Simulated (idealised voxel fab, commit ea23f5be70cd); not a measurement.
process module | voxel trench capacitor
cross-section cut | 240 nm wide | cells 5 nm
A cross-section is a grid of square cells, given in bands from the top down. A band is one or more rows of cells.
Each band's line starts with the height of the band's top and of its bottom, in nm. Then come its materials from left to right, each with its width in nm. One material with "throughout" fills the band from edge to edge. "air" is empty space.
Height 0 is the level under which the wafer as received is all one material. The lowest band goes on downwards, as in "0 down".
A width such as "30 to 40" changes by the same amount from each row of cells to the next, from the band's top row to its bottom row.
"no change" after a step means that no cell of the cross-section changed.
closed voids: empty space of 8 cells or more with no open way to the top, each as width x height at its distance from the left edge, in nm
after a step's settings: what the simulator itself notes on the step
overlay nm, on a step with a mask: how far to the right of its planned place the mask lay; to the left if negative
plan
1 op RECEIVE | material Si
2 op CONFORMAL_DEP | material SiN | thk nm 5
3 op PATTERN | tone open | mask id TRENCH | material resist | width nm 25 | pitch nm 40 | thk nm 15 | overlay nm 0
4 op DIRECTIONAL_ETCH | etch materials SiN | depth nm 5
5 op DIRECTIONAL_ETCH | etch materials Si | depth nm 40
6 op STRIP | etch materials resist
7 op CONFORMAL_DEP | material Al2O3 | thk nm 5
8 op CONFORMAL_DEP | material TiN | thk nm 5
9 op FILL_DEP | material W | thk nm 5
10 op CMP | height nm 5
as received, after step 1
  0 down: Si throughout
  closed voids: none
a wafer at the end: this start, this plan, one mistake
  5 to 0: SiN 45 | Al2O3 5 | SiN 5 | W 5 | SiN 5 | Al2O3 5 | SiN 15 | Al2O3 5 | SiN 5 | W 5 | SiN 5 | Al2O3 5 | SiN 15 | Al2O3 5 | SiN 5 | W 5 | SiN 5 | Al2O3 5 | SiN 15 | Al2O3 5 | SiN 5 | W 5 | SiN 5 | Al2O3 5 | SiN 50
  0 to -30: Si 45 | Al2O3 5 | SiN 5 | W 5 | SiN 5 | Al2O3 5 | Si 15 | Al2O3 5 | SiN 5 | W 5 | SiN 5 | Al2O3 5 | Si 15 | Al2O3 5 | SiN 5 | W 5 | SiN 5 | Al2O3 5 | Si 15 | Al2O3 5 | SiN 5 | W 5 | SiN 5 | Al2O3 5 | Si 50
  -30 to -35: Si 45 | Al2O3 5 | SiN 15 | Al2O3 5 | Si 15 | Al2O3 5 | SiN 15 | Al2O3 5 | Si 15 | Al2O3 5 | SiN 15 | Al2O3 5 | Si 15 | Al2O3 5 | SiN 15 | Al2O3 5 | Si 50
  -35 to -40: Si 45 | Al2O3 25 | Si 15 | Al2O3 25 | Si 15 | Al2O3 25 | Si 15 | Al2O3 25 | Si 50
  -40 down: Si throughout
  closed voids: none
what went wrong: step 8 ran as: op CONFORMAL_DEP | material SiN | thk nm 5
